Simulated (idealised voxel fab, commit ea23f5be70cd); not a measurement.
process module | voxel transistor to metal
cross-section cut | 170 nm wide | cells 5 nm
A cross-section is a grid of square cells, given in bands from the top down. A band is one or more rows of cells.
Each band's line starts with the height of the band's top and of its bottom, in nm. Then come its materials from left to right, each with its width in nm. One material with "throughout" fills the band from edge to edge. "air" is empty space.
Height 0 is the level under which the wafer as received is all one material. The lowest band goes on downwards, as in "0 down".
A width such as "30 to 40" changes by the same amount from each row of cells to the next, from the band's top row to its bottom row.
"no change" after a step means that no cell of the cross-section changed.
closed voids: empty space of 8 cells or more with no open way to the top, each as width x height at its distance from the left edge, in nm
after a step's settings: what the simulator itself notes on the step
overlay nm, on a step with a mask: how far to the right of its planned place the mask lay; to the left if negative
plan
1 op RECEIVE | material Si
2 op OXIDIZE | depth nm 5
3 op CONFORMAL_DEP | material SiN | thk nm 10
4 op MASKED_ETCH | tone cover | mask id ACTIVE | width nm 125 | etch materials SiN | depth nm 10 | overlay nm 0
5 op MASKED_ETCH | tone cover | mask id ACTIVE | width nm 125 | etch materials SiO2 | depth nm 5 | overlay nm 0
6 op MASKED_ETCH | tone cover | mask id ACTIVE | width nm 125 | etch materials Si | depth nm 25 | overlay nm 0
7 op OXIDIZE | depth nm 5
8 op FILL_DEP | material SiO2 | thk nm 15
9 op CMP | height nm 10
10 op SELECTIVE_ETCH | etch materials SiO2 | depth nm 5
11 op STRIP | etch materials SiN
12 op SELECTIVE_ETCH | etch materials SiO2 | depth nm 5
13 op OXIDIZE | depth nm 5
14 op DIRECTIONAL_DEP | material polySi | thk nm 30
15 op DIRECTIONAL_DEP | material SiCN | thk nm 10
16 op MASKED_ETCH | tone cover | mask id GATE | width nm 25 | etch materials SiCN | depth nm 20 | overlay nm 0
17 op MASKED_ETCH | tone cover | mask id GATE | width nm 25 | etch materials polySi | depth nm 40 | overlay nm 0
18 op CONFORMAL_DEP | material SiO2 | thk nm 5
19 op DIRECTIONAL_ETCH | etch materials SiO2 | depth nm 5
20 op CONFORMAL_DEP | material SiN | thk nm 10
21 op DIRECTIONAL_ETCH | etch materials SiN | depth nm 10
22 op DIRECTIONAL_ETCH | etch materials SiO2 | depth nm 5
23 op DIRECTIONAL_ETCH | etch materials Si | depth nm 10
24 op EPI | material pSi | thk nm 15
25 op FILL_DEP | material SiO2 | thk nm 5
26 op CMP | height nm 35
27 op DIRECTIONAL_DEP | material SiO2 | thk nm 10
28 op PATTERN | tone open | mask id CONTACT | material resist | width nm 35 | pitch nm 70 | thk nm 20 | overlay nm 0
29 op DIRECTIONAL_ETCH | etch materials SiO2 | depth nm 40
30 op STRIP | etch materials resist
31 op CONFORMAL_DEP | material TiN | thk nm 5
32 op FILL_DEP | material W | thk nm 10
33 op CMP | height nm 45
34 op CONFORMAL_DEP | material SiN | thk nm 5
35 op DIRECTIONAL_DEP | material lowk | thk nm 25
36 op DIRECTIONAL_DEP | material aC | thk nm 15
37 op PATTERN | tone open | mask id METAL_1 | material resist | width nm 20 | pitch nm 85 | thk nm 30 | overlay nm 0
38 op DIRECTIONAL_ETCH | etch materials aC | depth nm 15
39 op STRIP | etch materials resist
40 op DIRECTIONAL_ETCH | etch materials lowk | depth nm 25
41 op DIRECTIONAL_ETCH | etch materials SiN | depth nm 5
42 op STRIP | etch materials aC
43 op CONFORMAL_DEP | material TiN | thk nm 5
44 op FILL_DEP | material Ru | thk nm 5
45 op CMP | height nm 75
46 op CONFORMAL_DEP | material SiCN | thk nm 5
47 op DIRECTIONAL_DEP | material lowk | thk nm 25
48 op MASKED_ETCH | tone open | mask id METAL_2 | width nm 20 | pitch nm 85 | etch materials lowk | depth nm 15 | overlay nm 0
49 op MASKED_ETCH | tone open | mask id METAL_2_HOLES | width nm 15 | pitch nm 85 | etch materials lowk | depth nm 10 | overlay nm 0
50 op MASKED_ETCH | tone open | mask id METAL_2_HOLES | width nm 15 | pitch nm 85 | etch materials SiCN | depth nm 5 | overlay nm 0
51 op CONFORMAL_DEP | material TiN | thk nm 5
52 op FILL_DEP | material Cu | thk nm 10
53 op CMP | height nm 105
54 op CONFORMAL_DEP | material SiCN | thk nm 5
first wafer, as planned
as received, after step 1
  0 down: Si throughout
  closed voids: none
after step 2
  0 to -5: SiO2 throughout
  below -5: unchanged
after step 3
  10 to 0: SiN throughout
  below 0: unchanged
after step 4
  10 to 0: air 20 | SiN 125 | air 25
  below 0: unchanged
after step 5
  10 to 0: air 20 | SiN 125 | air 25
  0 to -5: air 20 | SiO2 125 | air 25
  below -5: unchanged
after step 6
  10 to 0: air 20 | SiN 125 | air 25
  0 to -5: air 20 | SiO2 125 | air 25
  -5 to -30: air 20 | Si 125 | air 25
  below -30: unchanged
after step 7
  10 to 0: air 20 | SiN 125 | air 25
  0 to -5: air 20 | SiO2 125 | air 25
  -5 to -30: air 20 | SiO2 5 | Si 115 | SiO2 5 | air 25
  -30 to -35: SiO2 25 | Si 115 | SiO2 30
  below -35: unchanged
after step 8
  25 to 10: SiO2 throughout
  10 to 0: SiO2 20 | SiN 125 | SiO2 25
  0 to -5: SiO2 throughout
  -5 to -35: SiO2 25 | Si 115 | SiO2 30
  below -35: unchanged
after step 9
  10 to 0: SiO2 20 | SiN 125 | SiO2 25
  below 0: unchanged
after step 10
  10 to 5: air 20 | SiN 125 | air 25
  below 5: unchanged
after step 11
  5 to 0: SiO2 20 | air 125 | SiO2 25
  below 0: unchanged
after step 12
  0 to -5: SiO2 15 | air 135 | SiO2 20
  below -5: unchanged
after step 13
  0 to -5: SiO2 15 | air 135 | SiO2 20
  -5 to -10: SiO2 throughout
  below -10: unchanged
after step 14
  30 to 25: polySi 15 | air 135 | polySi 20
  25 to 0: polySi throughout
  0 to -5: SiO2 15 | polySi 135 | SiO2 20
  below -5: unchanged
after step 15
  40 to 35: SiCN 15 | air 135 | SiCN 20
  35 to 30: SiCN throughout
  30 to 25: polySi 15 | SiCN 135 | polySi 20
  below 25: unchanged
after step 16
  35 to 30: air 70 | SiCN 25 | air 75
  30 to 25: polySi 15 | air 55 | SiCN 25 | air 55 | polySi 20
  below 25: unchanged
after step 17
  35 to 25: air 70 | SiCN 25 | air 75
  25 to 0: air 70 | polySi 25 | air 75
  0 to -5: SiO2 15 | air 55 | polySi 25 | air 55 | SiO2 20
  below -5: unchanged
after step 18
  40 to 35: air 65 | SiO2 35 | air 70
  35 to 25: air 65 | SiO2 5 | SiCN 25 | SiO2 5 | air 70
  25 to 5: air 65 | SiO2 5 | polySi 25 | SiO2 5 | air 70
  5 to 0: SiO2 20 | air 45 | SiO2 5 | polySi 25 | SiO2 5 | air 45 | SiO2 25
  0 to -5: SiO2 70 | polySi 25 | SiO2 75
  below -5: unchanged
after step 19
  35 to 25: air 65 | SiO2 5 | SiCN 25 | SiO2 5 | air 70
  25 to 0: air 65 | SiO2 5 | polySi 25 | SiO2 5 | air 70
  0 to -5: SiO2 20 | air 45 | SiO2 5 | polySi 25 | SiO2 5 | air 45 | SiO2 25
  below -5: unchanged
after step 20
  45 to 35: air 55 | SiN 55 | air 60
  35 to 25: air 55 | SiN 10 | SiO2 5 | SiCN 25 | SiO2 5 | SiN 10 | air 60
  25 to 10: air 55 | SiN 10 | SiO2 5 | polySi 25 | SiO2 5 | SiN 10 | air 60
  10 to 5: SiN 30 | air 25 | SiN 10 | SiO2 5 | polySi 25 | SiO2 5 | SiN 10 | air 25 | SiN 35
  5 to 0: SiN 65 | SiO2 5 | polySi 25 | SiO2 5 | SiN 70
  0 to -5: SiO2 20 | SiN 45 | SiO2 5 | polySi 25 | SiO2 5 | SiN 45 | SiO2 25
  below -5: unchanged
after step 21
  35 to 25: air 55 | SiN 10 | SiO2 5 | SiCN 25 | SiO2 5 | SiN 10 | air 60
  25 to 0: air 55 | SiN 10 | SiO2 5 | polySi 25 | SiO2 5 | SiN 10 | air 60
  0 to -5: SiO2 20 | SiN 10 | air 25 | SiN 10 | SiO2 5 | polySi 25 | SiO2 5 | SiN 10 | air 25 | SiN 10 | SiO2 25
  below -5: unchanged
after step 22
  35 to 30: air 55 | SiN 10 | air 5 | SiCN 25 | air 5 | SiN 10 | air 60
  30 to 25: air 55 | SiN 10 | SiO2 5 | SiCN 25 | SiO2 5 | SiN 10 | air 60
  25 to 0: air 55 | SiN 10 | SiO2 5 | polySi 25 | SiO2 5 | SiN 10 | air 60
  0 to -5: air 20 | SiN 10 | air 25 | SiN 10 | SiO2 5 | polySi 25 | SiO2 5 | SiN 10 | air 25 | SiN 10 | air 25
  -5 to -10: SiO2 30 | air 25 | SiO2 55 | air 25 | SiO2 35
  below -10: unchanged
after step 23
  35 to 30: air 55 | SiN 10 | air 5 | SiCN 25 | air 5 | SiN 10 | air 60
  30 to 25: air 55 | SiN 10 | SiO2 5 | SiCN 25 | SiO2 5 | SiN 10 | air 60
  25 to 0: air 55 | SiN 10 | SiO2 5 | polySi 25 | SiO2 5 | SiN 10 | air 60
  0 to -5: air 20 | SiN 10 | air 25 | SiN 10 | SiO2 5 | polySi 25 | SiO2 5 | SiN 10 | air 25 | SiN 10 | air 25
  -5 to -10: SiO2 30 | air 25 | SiO2 55 | air 25 | SiO2 35
  -10 to -20: SiO2 25 | Si 5 | air 25 | Si 55 | air 25 | Si 5 | SiO2 30
  below -20: unchanged
after step 24
  35 to 30: air 55 | SiN 10 | air 5 | SiCN 25 | air 5 | SiN 10 | air 60
  30 to 25: air 55 | SiN 10 | SiO2 5 | SiCN 25 | SiO2 5 | SiN 10 | air 60
  25 to 5: air 55 | SiN 10 | SiO2 5 | polySi 25 | SiO2 5 | SiN 10 | air 60
  5 to 0: air 25 | pSi 30 | SiN 10 | SiO2 5 | polySi 25 | SiO2 5 | SiN 10 | pSi 30 | air 30
  0 to -5: air 20 | SiN 10 | pSi 25 | SiN 10 | SiO2 5 | polySi 25 | SiO2 5 | SiN 10 | pSi 25 | SiN 10 | air 25
  -5 to -10: SiO2 30 | pSi 25 | SiO2 55 | pSi 25 | SiO2 35
  -10 to -20: SiO2 25 | Si 5 | pSi 25 | Si 55 | pSi 25 | Si 5 | SiO2 30
  below -20: unchanged
after step 25
  40 to 35: SiO2 throughout
  35 to 25: SiO2 55 | SiN 10 | SiO2 5 | SiCN 25 | SiO2 5 | SiN 10 | SiO2 60
  25 to 5: SiO2 55 | SiN 10 | SiO2 5 | polySi 25 | SiO2 5 | SiN 10 | SiO2 60
  5 to 0: SiO2 25 | pSi 30 | SiN 10 | SiO2 5 | polySi 25 | SiO2 5 | SiN 10 | pSi 30 | SiO2 30
  0 to -5: SiO2 20 | SiN 10 | pSi 25 | SiN 10 | SiO2 5 | polySi 25 | SiO2 5 | SiN 10 | pSi 25 | SiN 10 | SiO2 25
  below -5: unchanged
after step 26
  35 to 25: SiO2 55 | SiN 10 | SiO2 5 | SiCN 25 | SiO2 5 | SiN 10 | SiO2 60
  below 25: unchanged
after step 27
  45 to 35: SiO2 throughout
  below 35: unchanged
after step 28
  65 to 45: resist 30 | air 35 | resist 35 | air 35 | resist 35
  below 45: unchanged
after step 29
  65 to 45: resist 30 | air 35 | resist 35 | air 35 | resist 35
  45 to 35: SiO2 30 | air 35 | SiO2 35 | air 35 | SiO2 35
  35 to 25: SiO2 30 | air 25 | SiN 10 | SiO2 5 | SiCN 25 | SiO2 5 | SiN 10 | air 25 | SiO2 35
  25 to 5: SiO2 30 | air 25 | SiN 10 | SiO2 5 | polySi 25 | SiO2 5 | SiN 10 | air 25 | SiO2 35
  below 5: unchanged
after step 30
  45 to 35: SiO2 30 | air 35 | SiO2 35 | air 35 | SiO2 35
  below 35: unchanged
after step 31
  50 to 45: TiN 35 | air 25 | TiN 45 | air 25 | TiN 40
  45 to 35: SiO2 30 | TiN 5 | air 25 to 15 | TiN 5 to 15 | SiO2 35 | TiN 5 to 15 | air 25 to 15 | TiN 5 | SiO2 35
  35 to 25: SiO2 30 | TiN 5 | air 15 | TiN 5 | SiN 10 | SiO2 5 | SiCN 25 | SiO2 5 | SiN 10 | TiN 5 | air 15 | TiN 5 | SiO2 35
  25 to 10: SiO2 30 | TiN 5 | air 15 | TiN 5 | SiN 10 | SiO2 5 | polySi 25 | SiO2 5 | SiN 10 | TiN 5 | air 15 | TiN 5 | SiO2 35
  10 to 5: SiO2 30 | TiN 25 | SiN 10 | SiO2 5 | polySi 25 | SiO2 5 | SiN 10 | TiN 25 | SiO2 35
  below 5: unchanged
after step 32
  60 to 50: W throughout
  50 to 45: TiN 35 | W 25 | TiN 45 | W 25 | TiN 40
  45 to 35: SiO2 30 | TiN 5 | W 25 to 15 | TiN 5 to 15 | SiO2 35 | TiN 5 to 15 | W 25 to 15 | TiN 5 | SiO2 35
  35 to 25: SiO2 30 | TiN 5 | W 15 | TiN 5 | SiN 10 | SiO2 5 | SiCN 25 | SiO2 5 | SiN 10 | TiN 5 | W 15 | TiN 5 | SiO2 35
  25 to 10: SiO2 30 | TiN 5 | W 15 | TiN 5 | SiN 10 | SiO2 5 | polySi 25 | SiO2 5 | SiN 10 | TiN 5 | W 15 | TiN 5 | SiO2 35
  below 10: unchanged
after step 33
  45 to 35: SiO2 30 | TiN 5 | W 25 to 15 | TiN 5 to 15 | SiO2 35 | TiN 5 to 15 | W 25 to 15 | TiN 5 | SiO2 35
  below 35: unchanged
after step 34
  50 to 45: SiN throughout
  below 45: unchanged
after step 35
  75 to 50: lowk throughout
  below 50: unchanged
after step 36
  90 to 75: aC throughout
  below 75: unchanged
after step 37
  120 to 90: resist 30 | air 20 | resist 65 | air 20 | resist 35
  below 90: unchanged
after step 38
  105 to 90: resist 30 | air 20 | resist 65 | air 20 | resist 35
  90 to 75: aC 30 | air 20 | aC 65 | air 20 | aC 35
  below 75: unchanged
after step 39
  90 to 75: aC 30 | air 20 | aC 65 | air 20 | aC 35
  below 75: unchanged
after step 40
  90 to 75: aC 30 | air 20 | aC 65 | air 20 | aC 35
  75 to 50: lowk 30 | air 20 | lowk 65 | air 20 | lowk 35
  below 50: unchanged
after step 41
  90 to 75: aC 30 | air 20 | aC 65 | air 20 | aC 35
  75 to 50: lowk 30 | air 20 | lowk 65 | air 20 | lowk 35
  50 to 45: SiN 30 | air 20 | SiN 65 | air 20 | SiN 35
  below 45: unchanged
after step 42
  75 to 50: lowk 30 | air 20 | lowk 65 | air 20 | lowk 35
  below 50: unchanged
after step 43
  80 to 75: TiN 35 | air 10 | TiN 75 | air 10 | TiN 40
  75 to 50: lowk 30 | TiN 5 | air 10 | TiN 5 | lowk 65 | TiN 5 | air 10 | TiN 5 | lowk 35
  50 to 45: SiN 30 | TiN 20 | SiN 65 | TiN 20 | SiN 35
  below 45: unchanged
after step 44
  85 to 80: Ru throughout
  80 to 75: TiN 35 | Ru 10 | TiN 75 | Ru 10 | TiN 40
  75 to 50: lowk 30 | TiN 5 | Ru 10 | TiN 5 | lowk 65 | TiN 5 | Ru 10 | TiN 5 | lowk 35
  below 50: unchanged
after step 45
  75 to 50: lowk 30 | TiN 5 | Ru 10 | TiN 5 | lowk 65 | TiN 5 | Ru 10 | TiN 5 | lowk 35
  below 50: unchanged
after step 46
  80 to 75: SiCN throughout
  below 75: unchanged
after step 47
  105 to 80: lowk throughout
  below 80: unchanged
after step 48
  105 to 90: lowk 30 | air 20 | lowk 65 | air 20 | lowk 35
  below 90: unchanged
after step 49
  105 to 90: lowk 30 | air 20 | lowk 65 | air 20 | lowk 35
  90 to 80: lowk 30 | air 15 | lowk 70 | air 15 | lowk 40
  below 80: unchanged
after step 50
  105 to 90: lowk 30 | air 20 | lowk 65 | air 20 | lowk 35
  90 to 80: lowk 30 | air 15 | lowk 70 | air 15 | lowk 40
  80 to 75: SiCN 30 | air 15 | SiCN 70 | air 15 | SiCN 40
  below 75: unchanged
after step 51
  110 to 105: TiN 35 | air 10 | TiN 75 | air 10 | TiN 40
  105 to 95: lowk 30 | TiN 5 | air 10 | TiN 5 | lowk 65 | TiN 5 | air 10 | TiN 5 | lowk 35
  95 to 90: lowk 30 | TiN 5 | air 5 | TiN 10 | lowk 65 | TiN 5 | air 5 | TiN 10 | lowk 35
  90 to 80: lowk 30 | TiN 5 | air 5 | TiN 5 | lowk 70 | TiN 5 | air 5 | TiN 5 | lowk 40
  80 to 75: SiCN 30 | TiN 15 | SiCN 70 | TiN 15 | SiCN 40
  below 75: unchanged
after step 52
  120 to 110: Cu throughout
  110 to 105: TiN 35 | Cu 10 | TiN 75 | Cu 10 | TiN 40
  105 to 95: lowk 30 | TiN 5 | Cu 10 | TiN 5 | lowk 65 | TiN 5 | Cu 10 | TiN 5 | lowk 35
  95 to 90: lowk 30 | TiN 5 | Cu 5 | TiN 10 | lowk 65 | TiN 5 | Cu 5 | TiN 10 | lowk 35
  90 to 80: lowk 30 | TiN 5 | Cu 5 | TiN 5 | lowk 70 | TiN 5 | Cu 5 | TiN 5 | lowk 40
  below 80: unchanged
after step 53
  105 to 95: lowk 30 | TiN 5 | Cu 10 | TiN 5 | lowk 65 | TiN 5 | Cu 10 | TiN 5 | lowk 35
  below 95: unchanged
after step 54
  110 to 105: SiCN throughout
  below 105: unchanged
second wafer: like start, like plan, one mistake. Through step 19 it matches the first wafer
when step 20 should have ended: no change
when step 21 should have ended: no change
when step 22 should have ended
  35 to 30: air 70 | SiCN 25 | air 75
  30 to 25: air 65 | SiO2 5 | SiCN 25 | SiO2 5 | air 70
  25 to -5: air 65 | SiO2 5 | polySi 25 | SiO2 5 | air 70
  -5 to -10: SiO2 20 | air 45 | SiO2 35 | air 45 | SiO2 25
  below -10: unchanged
when step 23 should have ended
  35 to 30: air 70 | SiCN 25 | air 75
  30 to 25: air 65 | SiO2 5 | SiCN 25 | SiO2 5 | air 70
  25 to -5: air 65 | SiO2 5 | polySi 25 | SiO2 5 | air 70
  -5 to -10: SiO2 20 | air 45 | SiO2 35 | air 45 | SiO2 25
  -10 to -20: SiO2 25 | air 40 | Si 35 | air 40 | SiO2 30
  below -20: unchanged
when step 24 should have ended
  35 to 30: air 70 | SiCN 25 | air 75
  30 to 25: air 65 | SiO2 5 | SiCN 25 | SiO2 5 | air 70
  25 to 5: air 65 | SiO2 5 | polySi 25 | SiO2 5 | air 70
  5 to -5: air 50 | pSi 15 | SiO2 5 | polySi 25 | SiO2 5 | pSi 15 | air 55
  -5 to -10: SiO2 20 | pSi 45 | SiO2 35 | pSi 45 | SiO2 25
  -10 to -20: SiO2 25 | pSi 40 | Si 35 | pSi 40 | SiO2 30
  below -20: unchanged
when step 25 should have ended
  40 to 35: SiO2 throughout
  35 to 25: SiO2 70 | SiCN 25 | SiO2 75
  25 to 5: SiO2 70 | polySi 25 | SiO2 75
  5 to -5: SiO2 50 | pSi 15 | SiO2 5 | polySi 25 | SiO2 5 | pSi 15 | SiO2 55
  below -5: unchanged
when step 26 should have ended
  35 to 25: SiO2 70 | SiCN 25 | SiO2 75
  below 25: unchanged
when step 27 should have ended
  45 to 35: SiO2 throughout
  below 35: unchanged
when step 28 should have ended
  65 to 45: resist 30 | air 35 | resist 35 | air 35 | resist 35
  below 45: unchanged
when step 29 should have ended
  65 to 45: resist 30 | air 35 | resist 35 | air 35 | resist 35
  45 to 35: SiO2 30 | air 35 | SiO2 35 | air 35 | SiO2 35
  35 to 25: SiO2 30 | air 35 | SiO2 5 | SiCN 25 | SiO2 5 | air 35 | SiO2 35
  25 to 5: SiO2 30 | air 35 | SiO2 5 | polySi 25 | SiO2 5 | air 35 | SiO2 35
  below 5: unchanged
when step 30 should have ended
  45 to 35: SiO2 30 | air 35 | SiO2 35 | air 35 | SiO2 35
  below 35: unchanged
when step 31 should have ended
  50 to 45: TiN 35 | air 25 | TiN 45 | air 25 | TiN 40
  45 to 35: SiO2 30 | TiN 5 | air 25 | TiN 5 | SiO2 35 | TiN 5 | air 25 | TiN 5 | SiO2 35
  35 to 25: SiO2 30 | TiN 5 | air 25 | TiN 5 | SiO2 5 | SiCN 25 | SiO2 5 | TiN 5 | air 25 | TiN 5 | SiO2 35
  25 to 10: SiO2 30 | TiN 5 | air 25 | TiN 5 | SiO2 5 | polySi 25 | SiO2 5 | TiN 5 | air 25 | TiN 5 | SiO2 35
  10 to 5: SiO2 30 | TiN 35 | SiO2 5 | polySi 25 | SiO2 5 | TiN 35 | SiO2 35
  below 5: unchanged
when step 32 should have ended
  60 to 50: W throughout
  50 to 45: TiN 35 | W 25 | TiN 45 | W 25 | TiN 40
  45 to 35: SiO2 30 | TiN 5 | W 25 | TiN 5 | SiO2 35 | TiN 5 | W 25 | TiN 5 | SiO2 35
  35 to 25: SiO2 30 | TiN 5 | W 25 | TiN 5 | SiO2 5 | SiCN 25 | SiO2 5 | TiN 5 | W 25 | TiN 5 | SiO2 35
  25 to 10: SiO2 30 | TiN 5 | W 25 | TiN 5 | SiO2 5 | polySi 25 | SiO2 5 | TiN 5 | W 25 | TiN 5 | SiO2 35
  below 10: unchanged
when step 33 should have ended
  45 to 35: SiO2 30 | TiN 5 | W 25 | TiN 5 | SiO2 35 | TiN 5 | W 25 | TiN 5 | SiO2 35
  below 35: unchanged
when step 34 should have ended
  50 to 45: SiN throughout
  below 45: unchanged
when step 35 should have ended
  75 to 50: lowk throughout
  below 50: unchanged
when step 36 should have ended
  90 to 75: aC throughout
  below 75: unchanged
when step 37 should have ended
  120 to 90: resist 30 | air 20 | resist 65 | air 20 | resist 35
  below 90: unchanged
when step 38 should have ended
  105 to 90: resist 30 | air 20 | resist 65 | air 20 | resist 35
  90 to 75: aC 30 | air 20 | aC 65 | air 20 | aC 35
  below 75: unchanged
when step 39 should have ended
  90 to 75: aC 30 | air 20 | aC 65 | air 20 | aC 35
  below 75: unchanged
when step 40 should have ended
  90 to 75: aC 30 | air 20 | aC 65 | air 20 | aC 35
  75 to 50: lowk 30 | air 20 | lowk 65 | air 20 | lowk 35
  below 50: unchanged
when step 41 should have ended
  90 to 75: aC 30 | air 20 | aC 65 | air 20 | aC 35
  75 to 50: lowk 30 | air 20 | lowk 65 | air 20 | lowk 35
  50 to 45: SiN 30 | air 20 | SiN 65 | air 20 | SiN 35
  below 45: unchanged
when step 42 should have ended
  75 to 50: lowk 30 | air 20 | lowk 65 | air 20 | lowk 35
  below 50: unchanged
when step 43 should have ended
  80 to 75: TiN 35 | air 10 | TiN 75 | air 10 | TiN 40
  75 to 50: lowk 30 | TiN 5 | air 10 | TiN 5 | lowk 65 | TiN 5 | air 10 | TiN 5 | lowk 35
  50 to 45: SiN 30 | TiN 20 | SiN 65 | TiN 20 | SiN 35
  below 45: unchanged
when step 44 should have ended
  85 to 80: Ru throughout
  80 to 75: TiN 35 | Ru 10 | TiN 75 | Ru 10 | TiN 40
  75 to 50: lowk 30 | TiN 5 | Ru 10 | TiN 5 | lowk 65 | TiN 5 | Ru 10 | TiN 5 | lowk 35
  below 50: unchanged
when step 45 should have ended
  75 to 50: lowk 30 | TiN 5 | Ru 10 | TiN 5 | lowk 65 | TiN 5 | Ru 10 | TiN 5 | lowk 35
  below 50: unchanged
when step 46 should have ended
  80 to 75: SiCN throughout
  below 75: unchanged
when step 47 should have ended
  105 to 80: lowk throughout
  below 80: unchanged
when step 48 should have ended
  105 to 90: lowk 30 | air 20 | lowk 65 | air 20 | lowk 35
  below 90: unchanged
when step 49 should have ended
  105 to 90: lowk 30 | air 20 | lowk 65 | air 20 | lowk 35
  90 to 80: lowk 30 | air 15 | lowk 70 | air 15 | lowk 40
  below 80: unchanged
when step 50 should have ended
  105 to 90: lowk 30 | air 20 | lowk 65 | air 20 | lowk 35
  90 to 80: lowk 30 | air 15 | lowk 70 | air 15 | lowk 40
  80 to 75: SiCN 30 | air 15 | SiCN 70 | air 15 | SiCN 40
  below 75: unchanged
when step 51 should have ended
  110 to 105: TiN 35 | air 10 | TiN 75 | air 10 | TiN 40
  105 to 95: lowk 30 | TiN 5 | air 10 | TiN 5 | lowk 65 | TiN 5 | air 10 | TiN 5 | lowk 35
  95 to 90: lowk 30 | TiN 5 | air 5 | TiN 10 | lowk 65 | TiN 5 | air 5 | TiN 10 | lowk 35
  90 to 80: lowk 30 | TiN 5 | air 5 | TiN 5 | lowk 70 | TiN 5 | air 5 | TiN 5 | lowk 40
  80 to 75: SiCN 30 | TiN 15 | SiCN 70 | TiN 15 | SiCN 40
  below 75: unchanged
when step 52 should have ended
  120 to 110: Cu throughout
  110 to 105: TiN 35 | Cu 10 | TiN 75 | Cu 10 | TiN 40
  105 to 95: lowk 30 | TiN 5 | Cu 10 | TiN 5 | lowk 65 | TiN 5 | Cu 10 | TiN 5 | lowk 35
  95 to 90: lowk 30 | TiN 5 | Cu 5 | TiN 10 | lowk 65 | TiN 5 | Cu 5 | TiN 10 | lowk 35
  90 to 80: lowk 30 | TiN 5 | Cu 5 | TiN 5 | lowk 70 | TiN 5 | Cu 5 | TiN 5 | lowk 40
  below 80: unchanged
when step 53 should have ended
  105 to 95: lowk 30 | TiN 5 | Cu 10 | TiN 5 | lowk 65 | TiN 5 | Cu 10 | TiN 5 | lowk 35
  below 95: unchanged
when step 54 should have ended
  110 to 105: SiCN throughout
  below 105: unchanged
what went wrong: step 20 was left out
at the end the second wafer has, in cells: 12 fewer of Si | 36 fewer of SiN | 14 more of SiO2 | 24 more of W | 10 more of pSi
